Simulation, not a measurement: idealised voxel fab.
The following is a process module called voxel wiring stack.
Each square cell in cross-section cut measures 5 nm, and the section as a whole is 290 nm wide.
Cross-section, as written here: a square-cell grid given band by band from the top down, where a band holds one or more rows of cells. Heights first: top, then bottom, in nm. Then materials, left to right, each with a width in nm. "full width" on a single material: fills the band edge to edge. "empty": empty space. Counting heights begins at 0, where everything beneath is, in the wafer as received, one material. The lowest band has no bottom; it goes on downwards, as "0 and below" shows. A two-number width, for instance "30..40", indicates that the width is equal to the first number in the top row of the band and to the second number in the bottom row, and that it changes by a constant amount per row of cells. Where the words "stayed the same" appear for a step, the cross-section shows no cell changed by that step; every cell remained as before. "Sealed-off cavities": sealed empty spaces, 8 cells or more, no open way to top, listed width x height at distance, with distance from the left edge and width, height and distance in nm. Text after the settings on a step's line: the simulator's own remark on that step. overlay nm: right-of-plan distance of the mask on a masked step; negative values mean left-of-plan.
THE FOLLOWING LIST GIVES THE PLANNED PROCESS STEPS
- 1: op RECEIVE | material Si
- 2: op CONFORMAL_DEP | material SiO2 | thk nm 15
- 3: op DIRECTIONAL_DEP | material TiN | thk nm 5
- 4: op DIRECTIONAL_DEP | material W | thk nm 15
- 5: op DIRECTIONAL_DEP | material aC | thk nm 10
- 6: op PATTERN | tone cover | mask id METAL_1 | material resist | width nm 25 | pitch nm 50 | thk nm 25 | overlay nm 0
- 7: op DIRECTIONAL_ETCH | etch materials aC | depth nm 10
- 8: op STRIP | etch materials resist
- 9: op DIRECTIONAL_ETCH | etch materials W | depth nm 15
- 10: op DIRECTIONAL_ETCH | etch materials TiN | depth nm 5
- 11: op STRIP | etch materials aC
- 12: op FILL_DEP | material SiO2 | thk nm 5
- 13: op CMP | height nm 35
- 14: op CONFORMAL_DEP | material SiCN | thk nm 5
- 15: op DIRECTIONAL_DEP | material SiO2 | thk nm 20
- 16: op MASKED_ETCH | tone open | mask id PLUG_1 | width nm 15 | etch materials SiO2 | depth nm 20 | overlay nm 0
- 17: op MASKED_ETCH | tone open | mask id PLUG_1 | width nm 15 | etch materials SiCN | depth nm 5 | overlay nm 0
- 18: op EPI | material Ru | thk nm 10
- 19: op EPI | material Ru | thk nm 10
- 20: op EPI | material Ru | thk nm 5
- 21: op CONFORMAL_DEP | material SiCN | thk nm 5
- 22: op DIRECTIONAL_DEP | material lowk | thk nm 25
- 23: op PATTERN | tone open | mask id METAL_2 | material resist | width nm 25 | pitch nm 50 | thk nm 20 | overlay nm 0
- 24: op DIRECTIONAL_ETCH | etch materials lowk | depth nm 25
- 25: op DIRECTIONAL_ETCH | etch materials SiCN | depth nm 5
- 26: op STRIP | etch materials resist
- 27: op CONFORMAL_DEP | material TiN | thk nm 5
- 28: op FILL_DEP | material Ru | thk nm 5
- 29: op CMP | height nm 90
- 30: op EPI | material Ru | thk nm 5
- 31: op FILL_DEP | material SiCN | thk nm 5
- 32: op DIRECTIONAL_DEP | material SiO2 | thk nm 20
- 33: op DIRECTIONAL_DEP | material aC | thk nm 10
- 34: op PATTERN | tone open | mask id PLUG_2 | material resist | width nm 15 | pitch nm 50 | thk nm 25 | overlay nm 0
- 35: op DIRECTIONAL_ETCH | etch materials aC | depth nm 10
- 36: op STRIP | etch materials resist
- 37: op DIRECTIONAL_ETCH | etch materials SiO2 | depth nm 20
- 38: op DIRECTIONAL_ETCH | etch materials SiCN | depth nm 5
- 39: op STRIP | etch materials aC
- 40: op EPI | material Ru | thk nm 10
- 41: op EPI | material Ru | thk nm 10
- 42: op EPI | material Ru | thk nm 5
- 43: op CONFORMAL_DEP | material SiCN | thk nm 5
- 44: op DIRECTIONAL_DEP | material SiO2 | thk nm 25
- 45: op DIRECTIONAL_DEP | material aC | thk nm 15
- 46: op PATTERN | tone open | mask id METAL_3 | material resist | width nm 25 | pitch nm 50 | thk nm 35 | overlay nm 0
- 47: op DIRECTIONAL_ETCH | etch materials aC | depth nm 15
- 48: op STRIP | etch materials resist
- 49: op DIRECTIONAL_ETCH | etch materials SiO2 | depth nm 25
- 50: op DIRECTIONAL_ETCH | etch materials SiCN | depth nm 5
- 51: op STRIP | etch materials aC
- 52: op CONFORMAL_DEP | material TiN | thk nm 5
- 53: op FILL_DEP | material Cu | thk nm 5
- 54: op CMP | height nm 150
- 55: op CONFORMAL_DEP | material SiN | thk nm 5
FIRST OF TWO WAFERS - AS PLANNED
CROSS-SECTION OF THE WAFER AT RECEIPT, WHICH IS THE CONDITION AFTER STEP 1
0 and below | Si full width
Sealed-off cavities: none
THE WAFER, SEEN IN CROSS-SECTION, AFTER STEP 2
15 down to 0 | SiO2 full width
Anything lower than 0 is untouched.
THE WAFER, SEEN IN CROSS-SECTION, AFTER STEP 3
20 down to 15 | TiN full width
Anything lower than 15 is untouched.
THE WAFER, SEEN IN CROSS-SECTION, AFTER STEP 4
35 down to 20 | W full width
Anything lower than 20 is untouched.
THE WAFER, SEEN IN CROSS-SECTION, AFTER STEP 5
45 down to 35 | aC full width
Anything lower than 35 is untouched.
THE WAFER, SEEN IN CROSS-SECTION, AFTER STEP 6
70 down to 45 | empty (105) / resist (25) / empty (25) / resist (25) / empty (110)
Anything lower than 45 is untouched.
THE WAFER, SEEN IN CROSS-SECTION, AFTER STEP 7
60 down to 45 | empty (105) / resist (25) / empty (25) / resist (25) / empty (110)
45 down to 35 | empty (105) / aC (25) / empty (25) / aC (25) / empty (110)
Anything lower than 35 is untouched.
THE WAFER, SEEN IN CROSS-SECTION, AFTER STEP 8
45 down to 35 | empty (105) / aC (25) / empty (25) / aC (25) / empty (110)
Anything lower than 35 is untouched.
THE WAFER, SEEN IN CROSS-SECTION, AFTER STEP 9
45 down to 35 | empty (105) / aC (25) / empty (25) / aC (25) / empty (110)
35 down to 20 | empty (105) / W (25) / empty (25) / W (25) / empty (110)
Anything lower than 20 is untouched.
THE WAFER, SEEN IN CROSS-SECTION, AFTER STEP 10
45 down to 35 | empty (105) / aC (25) / empty (25) / aC (25) / empty (110)
35 down to 20 | empty (105) / W (25) / empty (25) / W (25) / empty (110)
20 down to 15 | empty (105) / TiN (25) / empty (25) / TiN (25) / empty (110)
Anything lower than 15 is untouched.
THE WAFER, SEEN IN CROSS-SECTION, AFTER STEP 11
35 down to 20 | empty (105) / W (25) / empty (25) / W (25) / empty (110)
Anything lower than 20 is untouched.
THE WAFER, SEEN IN CROSS-SECTION, AFTER STEP 12
40 down to 35 | SiO2 full width
35 down to 20 | SiO2 (105) / W (25) / SiO2 (25) / W (25) / SiO2 (110)
20 down to 15 | SiO2 (105) / TiN (25) / SiO2 (25) / TiN (25) / SiO2 (110)
Anything lower than 15 is untouched.
THE WAFER, SEEN IN CROSS-SECTION, AFTER STEP 13
35 down to 20 | SiO2 (105) / W (25) / SiO2 (25) / W (25) / SiO2 (110)
Anything lower than 20 is untouched.
THE WAFER, SEEN IN CROSS-SECTION, AFTER STEP 14
40 down to 35 | SiCN full width
Anything lower than 35 is untouched.
THE WAFER, SEEN IN CROSS-SECTION, AFTER STEP 15
60 down to 40 | SiO2 full width
Anything lower than 40 is untouched.
THE WAFER, SEEN IN CROSS-SECTION, AFTER STEP 16
60 down to 40 | SiO2 (105) / empty (15) / SiO2 (170)
Anything lower than 40 is untouched.
THE WAFER, SEEN IN CROSS-SECTION, AFTER STEP 17
60 down to 40 | SiO2 (105) / empty (15) / SiO2 (170)
40 down to 35 | SiCN (105) / empty (15) / SiCN (170)
Anything lower than 35 is untouched.
THE WAFER, SEEN IN CROSS-SECTION, AFTER STEP 18
60 down to 45 | SiO2 (105) / empty (15) / SiO2 (170)
45 down to 40 | SiO2 (105) / Ru (15) / SiO2 (170)
40 down to 35 | SiCN (105) / Ru (15) / SiCN (170)
Anything lower than 35 is untouched.
THE WAFER, SEEN IN CROSS-SECTION, AFTER STEP 19
60 down to 55 | SiO2 (105) / empty (15) / SiO2 (170)
55 down to 40 | SiO2 (105) / Ru (15) / SiO2 (170)
Anything lower than 40 is untouched.
THE WAFER, SEEN IN CROSS-SECTION, AFTER STEP 20
60 down to 40 | SiO2 (105) / Ru (15) / SiO2 (170)
Anything lower than 40 is untouched.
THE WAFER, SEEN IN CROSS-SECTION, AFTER STEP 21
65 down to 60 | SiCN full width
Anything lower than 60 is untouched.
THE WAFER, SEEN IN CROSS-SECTION, AFTER STEP 22
90 down to 65 | lowk full width
Anything lower than 65 is untouched.
THE WAFER, SEEN IN CROSS-SECTION, AFTER STEP 23
110 down to 90 | resist (105) / empty (25) / resist (25) / empty (25) / resist (110)
Anything lower than 90 is untouched.
THE WAFER, SEEN IN CROSS-SECTION, AFTER STEP 24
110 down to 90 | resist (105) / empty (25) / resist (25) / empty (25) / resist (110)
90 down to 65 | lowk (105) / empty (25) / lowk (25) / empty (25) / lowk (110)
Anything lower than 65 is untouched.
THE WAFER, SEEN IN CROSS-SECTION, AFTER STEP 25
110 down to 90 | resist (105) / empty (25) / resist (25) / empty (25) / resist (110)
90 down to 65 | lowk (105) / empty (25) / lowk (25) / empty (25) / lowk (110)
65 down to 60 | SiCN (105) / empty (25) / SiCN (25) / empty (25) / SiCN (110)
Anything lower than 60 is untouched.
THE WAFER, SEEN IN CROSS-SECTION, AFTER STEP 26
90 down to 65 | lowk (105) / empty (25) / lowk (25) / empty (25) / lowk (110)
Anything lower than 65 is untouched.
THE WAFER, SEEN IN CROSS-SECTION, AFTER STEP 27
95 down to 90 | TiN (110) / empty (15) / TiN (35) / empty (15) / TiN (115)
90 down to 65 | lowk (105) / TiN (5) / empty (15) / TiN (5) / lowk (25) / TiN (5) / empty (15) / TiN (5) / lowk (110)
65 down to 60 | SiCN (105) / TiN (25) / SiCN (25) / TiN (25) / SiCN (110)
Anything lower than 60 is untouched.
THE WAFER, SEEN IN CROSS-SECTION, AFTER STEP 28
100 down to 95 | Ru full width
95 down to 90 | TiN (110) / Ru (15) / TiN (35) / Ru (15) / TiN (115)
90 down to 65 | lowk (105) / TiN (5) / Ru (15) / TiN (5) / lowk (25) / TiN (5) / Ru (15) / TiN (5) / lowk (110)
Anything lower than 65 is untouched.
THE WAFER, SEEN IN CROSS-SECTION, AFTER STEP 29
90 down to 65 | lowk (105) / TiN (5) / Ru (15) / TiN (5) / lowk (25) / TiN (5) / Ru (15) / TiN (5) / lowk (110)
Anything lower than 65 is untouched.
THE WAFER, SEEN IN CROSS-SECTION, AFTER STEP 30
95 down to 90 | empty (100) / Ru (35) / empty (15) / Ru (35) / empty (105)
Anything lower than 90 is untouched.
THE WAFER, SEEN IN CROSS-SECTION, AFTER STEP 31
100 down to 95 | SiCN full width
95 down to 90 | SiCN (100) / Ru (35) / SiCN (15) / Ru (35) / SiCN (105)
Anything lower than 90 is untouched.
THE WAFER, SEEN IN CROSS-SECTION, AFTER STEP 32
120 down to 100 | SiO2 full width
Anything lower than 100 is untouched.
THE WAFER, SEEN IN CROSS-SECTION, AFTER STEP 33
130 down to 120 | aC full width
Anything lower than 120 is untouched.
THE WAFER, SEEN IN CROSS-SECTION, AFTER STEP 34
155 down to 130 | resist (105) / empty (15) / resist (35) / empty (15) / resist (120)
Anything lower than 130 is untouched.
THE WAFER, SEEN IN CROSS-SECTION, AFTER STEP 35
145 down to 130 | resist (105) / empty (15) / resist (35) / empty (15) / resist (120)
130 down to 120 | aC (105) / empty (15) / aC (35) / empty (15) / aC (120)
Anything lower than 120 is untouched.
THE WAFER, SEEN IN CROSS-SECTION, AFTER STEP 36
130 down to 120 | aC (105) / empty (15) / aC (35) / empty (15) / aC (120)
Anything lower than 120 is untouched.
THE WAFER, SEEN IN CROSS-SECTION, AFTER STEP 37
130 down to 120 | aC (105) / empty (15) / aC (35) / empty (15) / aC (120)
120 down to 100 | SiO2 (105) / empty (15) / SiO2 (35) / empty (15) / SiO2 (120)
Anything lower than 100 is untouched.
THE WAFER, SEEN IN CROSS-SECTION, AFTER STEP 38
130 down to 120 | aC (105) / empty (15) / aC (35) / empty (15) / aC (120)
120 down to 100 | SiO2 (105) / empty (15) / SiO2 (35) / empty (15) / SiO2 (120)
100 down to 95 | SiCN (105) / empty (15) / SiCN (35) / empty (15) / SiCN (120)
Anything lower than 95 is untouched.
THE WAFER, SEEN IN CROSS-SECTION, AFTER STEP 39
120 down to 100 | SiO2 (105) / empty (15) / SiO2 (35) / empty (15) / SiO2 (120)
Anything lower than 100 is untouched.
THE WAFER, SEEN IN CROSS-SECTION, AFTER STEP 40
120 down to 105 | SiO2 (105) / empty (15) / SiO2 (35) / empty (15) / SiO2 (120)
105 down to 100 | SiO2 (105) / Ru (15) / SiO2 (35) / Ru (15) / SiO2 (120)
100 down to 90 | SiCN (105..100) / Ru (15..35) / SiCN (35..15) / Ru (15..35) / SiCN (120..105)
Anything lower than 90 is untouched.
THE WAFER, SEEN IN CROSS-SECTION, AFTER STEP 41
120 down to 115 | SiO2 (105) / empty (15) / SiO2 (35) / empty (15) / SiO2 (120)
115 down to 100 | SiO2 (105) / Ru (15) / SiO2 (35) / Ru (15) / SiO2 (120)
Anything lower than 100 is untouched.
THE WAFER, SEEN IN CROSS-SECTION, AFTER STEP 42
120 down to 100 | SiO2 (105) / Ru (15) / SiO2 (35) / Ru (15) / SiO2 (120)
Anything lower than 100 is untouched.
THE WAFER, SEEN IN CROSS-SECTION, AFTER STEP 43
125 down to 120 | SiCN full width
Anything lower than 120 is untouched.
THE WAFER, SEEN IN CROSS-SECTION, AFTER STEP 44
150 down to 125 | SiO2 full width
Anything lower than 125 is untouched.
THE WAFER, SEEN IN CROSS-SECTION, AFTER STEP 45
165 down to 150 | aC full width
Anything lower than 150 is untouched.
THE WAFER, SEEN IN CROSS-SECTION, AFTER STEP 46
200 down to 165 | resist (105) / empty (25) / resist (25) / empty (25) / resist (110)
Anything lower than 165 is untouched.
THE WAFER, SEEN IN CROSS-SECTION, AFTER STEP 47
185 down to 165 | resist (105) / empty (25) / resist (25) / empty (25) / resist (110)
165 down to 150 | aC (105) / empty (25) / aC (25) / empty (25) / aC (110)
Anything lower than 150 is untouched.
THE WAFER, SEEN IN CROSS-SECTION, AFTER STEP 48
165 down to 150 | aC (105) / empty (25) / aC (25) / empty (25) / aC (110)
Anything lower than 150 is untouched.
THE WAFER, SEEN IN CROSS-SECTION, AFTER STEP 49
165 down to 150 | aC (105) / empty (25) / aC (25) / empty (25) / aC (110)
150 down to 125 | SiO2 (105) / empty (25) / SiO2 (25) / empty (25) / SiO2 (110)
Anything lower than 125 is untouched.
THE WAFER, SEEN IN CROSS-SECTION, AFTER STEP 50
165 down to 150 | aC (105) / empty (25) / aC (25) / empty (25) / aC (110)
150 down to 125 | SiO2 (105) / empty (25) / SiO2 (25) / empty (25) / SiO2 (110)
125 down to 120 | SiCN (105) / empty (25) / SiCN (25) / empty (25) / SiCN (110)
Anything lower than 120 is untouched.
THE WAFER, SEEN IN CROSS-SECTION, AFTER STEP 51
150 down to 125 | SiO2 (105) / empty (25) / SiO2 (25) / empty (25) / SiO2 (110)
Anything lower than 125 is untouched.
THE WAFER, SEEN IN CROSS-SECTION, AFTER STEP 52
155 down to 150 | TiN (110) / empty (15) / TiN (35) / empty (15) / TiN (115)
150 down to 125 | SiO2 (105) / TiN (5) / empty (15) / TiN (5) / SiO2 (25) / TiN (5) / empty (15) / TiN (5) / SiO2 (110)
125 down to 120 | SiCN (105) / TiN (25) / SiCN (25) / TiN (25) / SiCN (110)
Anything lower than 120 is untouched.
THE WAFER, SEEN IN CROSS-SECTION, AFTER STEP 53
160 down to 155 | Cu full width
155 down to 150 | TiN (110) / Cu (15) / TiN (35) / Cu (15) / TiN (115)
150 down to 125 | SiO2 (105) / TiN (5) / Cu (15) / TiN (5) / SiO2 (25) / TiN (5) / Cu (15) / TiN (5) / SiO2 (110)
Anything lower than 125 is untouched.
THE WAFER, SEEN IN CROSS-SECTION, AFTER STEP 54
150 down to 125 | SiO2 (105) / TiN (5) / Cu (15) / TiN (5) / SiO2 (25) / TiN (5) / Cu (15) / TiN (5) / SiO2 (110)
Anything lower than 125 is untouched.
THE WAFER, SEEN IN CROSS-SECTION, AFTER STEP 55
155 down to 150 | SiN full width
Anything lower than 150 is untouched.
OKAY, SECOND WAFER. NOTHING DIFFERENT AT THE START, NOTHING DIFFERENT IN THE PLAN, JUST ONE MISTAKE SOMEWHERE IN THE RUNNING. AS FAR AS STEP 15, COUNTING THAT STEP, IT'S THE FIRST WAFER ALL OVER AGAIN
THE SECOND WAFER IN CROSS-SECTION, AT THE PLANNED CLOSE OF STEP 16
60 down to 40 | SiO2 (100) / empty (25) / SiO2 (165)
Anything lower than 40 is untouched.
THE SECOND WAFER IN CROSS-SECTION, AT THE PLANNED CLOSE OF STEP 17
60 down to 40 | SiO2 (100) / empty (25) / SiO2 (165)
40 down to 35 | SiCN (105) / empty (15) / SiCN (170)
Anything lower than 35 is untouched.
THE SECOND WAFER IN CROSS-SECTION, AT THE PLANNED CLOSE OF STEP 18
60 down to 45 | SiO2 (100) / empty (25) / SiO2 (165)
45 down to 40 | SiO2 (100) / Ru (25) / SiO2 (165)
40 down to 35 | SiCN (105) / Ru (15) / SiCN (170)
Anything lower than 35 is untouched.
THE SECOND WAFER IN CROSS-SECTION, AT THE PLANNED CLOSE OF STEP 19
60 down to 55 | SiO2 (100) / empty (25) / SiO2 (165)
55 down to 40 | SiO2 (100) / Ru (25) / SiO2 (165)
Anything lower than 40 is untouched.
THE SECOND WAFER IN CROSS-SECTION, AT THE PLANNED CLOSE OF STEP 20
60 down to 40 | SiO2 (100) / Ru (25) / SiO2 (165)
Anything lower than 40 is untouched.
THE SECOND WAFER IN CROSS-SECTION, AT THE PLANNED CLOSE OF STEP 21
65 down to 60 | SiCN full width
Anything lower than 60 is untouched.
THE SECOND WAFER IN CROSS-SECTION, AT THE PLANNED CLOSE OF STEP 22
90 down to 65 | lowk full width
Anything lower than 65 is untouched.
THE SECOND WAFER IN CROSS-SECTION, AT THE PLANNED CLOSE OF STEP 23
110 down to 90 | resist (105) / empty (25) / resist (25) / empty (25) / resist (110)
Anything lower than 90 is untouched.
THE SECOND WAFER IN CROSS-SECTION, AT THE PLANNED CLOSE OF STEP 24
110 down to 90 | resist (105) / empty (25) / resist (25) / empty (25) / resist (110)
90 down to 65 | lowk (105) / empty (25) / lowk (25) / empty (25) / lowk (110)
Anything lower than 65 is untouched.
THE SECOND WAFER IN CROSS-SECTION, AT THE PLANNED CLOSE OF STEP 25
110 down to 90 | resist (105) / empty (25) / resist (25) / empty (25) / resist (110)
90 down to 65 | lowk (105) / empty (25) / lowk (25) / empty (25) / lowk (110)
65 down to 60 | SiCN (105) / empty (25) / SiCN (25) / empty (25) / SiCN (110)
Anything lower than 60 is untouched.
THE SECOND WAFER IN CROSS-SECTION, AT THE PLANNED CLOSE OF STEP 26
90 down to 65 | lowk (105) / empty (25) / lowk (25) / empty (25) / lowk (110)
Anything lower than 65 is untouched.
THE SECOND WAFER IN CROSS-SECTION, AT THE PLANNED CLOSE OF STEP 27
95 down to 90 | TiN (110) / empty (15) / TiN (35) / empty (15) / TiN (115)
90 down to 65 | lowk (105) / TiN (5) / empty (15) / TiN (5) / lowk (25) / TiN (5) / empty (15) / TiN (5) / lowk (110)
65 down to 60 | SiCN (105) / TiN (25) / SiCN (25) / TiN (25) / SiCN (110)
Anything lower than 60 is untouched.
THE SECOND WAFER IN CROSS-SECTION, AT THE PLANNED CLOSE OF STEP 28
100 down to 95 | Ru full width
95 down to 90 | TiN (110) / Ru (15) / TiN (35) / Ru (15) / TiN (115)
90 down to 65 | lowk (105) / TiN (5) / Ru (15) / TiN (5) / lowk (25) / TiN (5) / Ru (15) / TiN (5) / lowk (110)
Anything lower than 65 is untouched.
THE SECOND WAFER IN CROSS-SECTION, AT THE PLANNED CLOSE OF STEP 29
90 down to 65 | lowk (105) / TiN (5) / Ru (15) / TiN (5) / lowk (25) / TiN (5) / Ru (15) / TiN (5) / lowk (110)
Anything lower than 65 is untouched.
THE SECOND WAFER IN CROSS-SECTION, AT THE PLANNED CLOSE OF STEP 30
95 down to 90 | empty (100) / Ru (35) / empty (15) / Ru (35) / empty (105)
Anything lower than 90 is untouched.
THE SECOND WAFER IN CROSS-SECTION, AT THE PLANNED CLOSE OF STEP 31
100 down to 95 | SiCN full width
95 down to 90 | SiCN (100) / Ru (35) / SiCN (15) / Ru (35) / SiCN (105)
Anything lower than 90 is untouched.
THE SECOND WAFER IN CROSS-SECTION, AT THE PLANNED CLOSE OF STEP 32
120 down to 100 | SiO2 full width
Anything lower than 100 is untouched.
THE SECOND WAFER IN CROSS-SECTION, AT THE PLANNED CLOSE OF STEP 33
130 down to 120 | aC full width
Anything lower than 120 is untouched.
THE SECOND WAFER IN CROSS-SECTION, AT THE PLANNED CLOSE OF STEP 34
155 down to 130 | resist (105) / empty (15) / resist (35) / empty (15) / resist (120)
Anything lower than 130 is untouched.
THE SECOND WAFER IN CROSS-SECTION, AT THE PLANNED CLOSE OF STEP 35
145 down to 130 | resist (105) / empty (15) / resist (35) / empty (15) / resist (120)
130 down to 120 | aC (105) / empty (15) / aC (35) / empty (15) / aC (120)
Anything lower than 120 is untouched.
THE SECOND WAFER IN CROSS-SECTION, AT THE PLANNED CLOSE OF STEP 36
130 down to 120 | aC (105) / empty (15) / aC (35) / empty (15) / aC (120)
Anything lower than 120 is untouched.
THE SECOND WAFER IN CROSS-SECTION, AT THE PLANNED CLOSE OF STEP 37
130 down to 120 | aC (105) / empty (15) / aC (35) / empty (15) / aC (120)
120 down to 100 | SiO2 (105) / empty (15) / SiO2 (35) / empty (15) / SiO2 (120)
Anything lower than 100 is untouched.
THE SECOND WAFER IN CROSS-SECTION, AT THE PLANNED CLOSE OF STEP 38
130 down to 120 | aC (105) / empty (15) / aC (35) / empty (15) / aC (120)
120 down to 100 | SiO2 (105) / empty (15) / SiO2 (35) / empty (15) / SiO2 (120)
100 down to 95 | SiCN (105) / empty (15) / SiCN (35) / empty (15) / SiCN (120)
Anything lower than 95 is untouched.
THE SECOND WAFER IN CROSS-SECTION, AT THE PLANNED CLOSE OF STEP 39
120 down to 100 | SiO2 (105) / empty (15) / SiO2 (35) / empty (15) / SiO2 (120)
Anything lower than 100 is untouched.
THE SECOND WAFER IN CROSS-SECTION, AT THE PLANNED CLOSE OF STEP 40
120 down to 105 | SiO2 (105) / empty (15) / SiO2 (35) / empty (15) / SiO2 (120)
105 down to 100 | SiO2 (105) / Ru (15) / SiO2 (35) / Ru (15) / SiO2 (120)
100 down to 90 | SiCN (105..100) / Ru (15..35) / SiCN (35..15) / Ru (15..35) / SiCN (120..105)
Anything lower than 90 is untouched.
THE SECOND WAFER IN CROSS-SECTION, AT THE PLANNED CLOSE OF STEP 41
120 down to 115 | SiO2 (105) / empty (15) / SiO2 (35) / empty (15) / SiO2 (120)
115 down to 100 | SiO2 (105) / Ru (15) / SiO2 (35) / Ru (15) / SiO2 (120)
Anything lower than 100 is untouched.
THE SECOND WAFER IN CROSS-SECTION, AT THE PLANNED CLOSE OF STEP 42
120 down to 100 | SiO2 (105) / Ru (15) / SiO2 (35) / Ru (15) / SiO2 (120)
Anything lower than 100 is untouched.
THE SECOND WAFER IN CROSS-SECTION, AT THE PLANNED CLOSE OF STEP 43
125 down to 120 | SiCN full width
Anything lower than 120 is untouched.
THE SECOND WAFER IN CROSS-SECTION, AT THE PLANNED CLOSE OF STEP 44
150 down to 125 | SiO2 full width
Anything lower than 125 is untouched.
THE SECOND WAFER IN CROSS-SECTION, AT THE PLANNED CLOSE OF STEP 45
165 down to 150 | aC full width
Anything lower than 150 is untouched.
THE SECOND WAFER IN CROSS-SECTION, AT THE PLANNED CLOSE OF STEP 46
200 down to 165 | resist (105) / empty (25) / resist (25) / empty (25) / resist (110)
Anything lower than 165 is untouched.
THE SECOND WAFER IN CROSS-SECTION, AT THE PLANNED CLOSE OF STEP 47
185 down to 165 | resist (105) / empty (25) / resist (25) / empty (25) / resist (110)
165 down to 150 | aC (105) / empty (25) / aC (25) / empty (25) / aC (110)
Anything lower than 150 is untouched.
THE SECOND WAFER IN CROSS-SECTION, AT THE PLANNED CLOSE OF STEP 48
165 down to 150 | aC (105) / empty (25) / aC (25) / empty (25) / aC (110)
Anything lower than 150 is untouched.
THE SECOND WAFER IN CROSS-SECTION, AT THE PLANNED CLOSE OF STEP 49
165 down to 150 | aC (105) / empty (25) / aC (25) / empty (25) / aC (110)
150 down to 125 | SiO2 (105) / empty (25) / SiO2 (25) / empty (25) / SiO2 (110)
Anything lower than 125 is untouched.
THE SECOND WAFER IN CROSS-SECTION, AT THE PLANNED CLOSE OF STEP 50
165 down to 150 | aC (105) / empty (25) / aC (25) / empty (25) / aC (110)
150 down to 125 | SiO2 (105) / empty (25) / SiO2 (25) / empty (25) / SiO2 (110)
125 down to 120 | SiCN (105) / empty (25) / SiCN (25) / empty (25) / SiCN (110)
Anything lower than 120 is untouched.
THE SECOND WAFER IN CROSS-SECTION, AT THE PLANNED CLOSE OF STEP 51
150 down to 125 | SiO2 (105) / empty (25) / SiO2 (25) / empty (25) / SiO2 (110)
Anything lower than 125 is untouched.
THE SECOND WAFER IN CROSS-SECTION, AT THE PLANNED CLOSE OF STEP 52
155 down to 150 | TiN (110) / empty (15) / TiN (35) / empty (15) / TiN (115)
150 down to 125 | SiO2 (105) / TiN (5) / empty (15) / TiN (5) / SiO2 (25) / TiN (5) / empty (15) / TiN (5) / SiO2 (110)
125 down to 120 | SiCN (105) / TiN (25) / SiCN (25) / TiN (25) / SiCN (110)
Anything lower than 120 is untouched.
THE SECOND WAFER IN CROSS-SECTION, AT THE PLANNED CLOSE OF STEP 53
160 down to 155 | Cu full width
155 down to 150 | TiN (110) / Cu (15) / TiN (35) / Cu (15) / TiN (115)
150 down to 125 | SiO2 (105) / TiN (5) / Cu (15) / TiN (5) / SiO2 (25) / TiN (5) / Cu (15) / TiN (5) / SiO2 (110)
Anything lower than 125 is untouched.
THE SECOND WAFER IN CROSS-SECTION, AT THE PLANNED CLOSE OF STEP 54
150 down to 125 | SiO2 (105) / TiN (5) / Cu (15) / TiN (5) / SiO2 (25) / TiN (5) / Cu (15) / TiN (5) / SiO2 (110)
Anything lower than 125 is untouched.
THE SECOND WAFER IN CROSS-SECTION, AT THE PLANNED CLOSE OF STEP 55
155 down to 150 | SiN full width
Anything lower than 150 is untouched.
The mistake made against the process plan was this: in deviation from the planned setting, step 16 was conducted as op MASKED_ETCH | tone open | mask id PLUG_1 | width nm 25 | etch materials SiO2 | depth nm 20 | overlay nm 0
at the end the second wafer has, in cells: 8 more of Ru, 8 fewer of SiO2
